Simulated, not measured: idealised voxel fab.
Process module under the name voxel tone inversion
Each square cell in cross-section cut measures 5 nm, and the section as a whole is 210 nm wide.
Each cross-section below is a grid of square cells, stated as bands in top-down order, with one or more rows of cells making up each band. Read a band's entry like this: the first values are the height of its top and the height of its bottom in nm, and what follows is the sequence of materials from left to right, each with its width in nm. Note that "blank" is empty space, and that a single material marked "full width" reaches across the band from edge to edge. Heights are reckoned from 0. Under this level, the received wafer is all of one material. The bottommost band is open-ended downward, for example "0 down". The notation "30 to 40" denotes a width that varies across the rows of cells in the band, beginning at the first number in the top row, finishing at the second number in the bottom row, and changing by an identical amount from each row to the next. "stayed the same" (step): cross-section cells unchanged, all of them. "Entrapped void list": sealed empty spaces, 8 cells or more, no open way to top, listed width x height at distance, with distance from the left edge and width, height and distance in nm. Where a step's line continues beyond its settings, the continuation is a remark by the simulator itself on that step. Regarding "overlay nm": on a step with a mask, it is the distance the mask lay to the right of its planned place; a negative value places it to the left.
**Below is the list of planned process steps**
step 1: RECEIVE, material Si
step 2: CONFORMAL_DEP, material SiN, thk nm 10
step 3: DIRECTIONAL_DEP, material polySi, thk nm 20
step 4: PATTERN, tone cover, mask id POSTS, material resist, width nm 15, pitch nm 35, thk nm 30, overlay nm 0
step 5: DIRECTIONAL_ETCH, etch materials polySi, depth nm 20
step 6: STRIP, etch materials resist
step 7: FILL_DEP, material SiO2, thk nm 5
step 8: CMP, height nm 30
step 9: STRIP, etch materials polySi
**The cross-section here shows the wafer as received, i.e. in its state after step 1**
> 0 down = Si full width
> Entrapped void list: none
**Wafer cross-section at module end: first of two, run to plan**
> 30 to 10 = SiO2 60, blank 15, SiO2 20, blank 15, SiO2 20, blank 15, SiO2 65
> 10 to 0 = SiN full width
> 0 down = Si full width
> Entrapped void list: none
**Presented here is a cross-section of the second of the two wafers as it stood at the end of the module. It was started in the same manner and assigned the same plan as the first wafer; however, one mistake was made in its execution**
> 30 to 10 = SiO2 70, blank 15, SiO2 20, blank 15, SiO2 20, blank 15, SiO2 55
> 10 to 0 = SiN full width
> 0 down = Si full width
> Entrapped void list: none
Misprocessing identified: step 4 was run on a setting that differed from the plan, and what really ran there is PATTERN, tone cover, mask id POSTS, material resist, width nm 15, pitch nm 35, thk nm 30, overlay nm 10
At the end, each material covers as many cells on the second wafer as it does on the first, though the cells it covers are elsewhere.
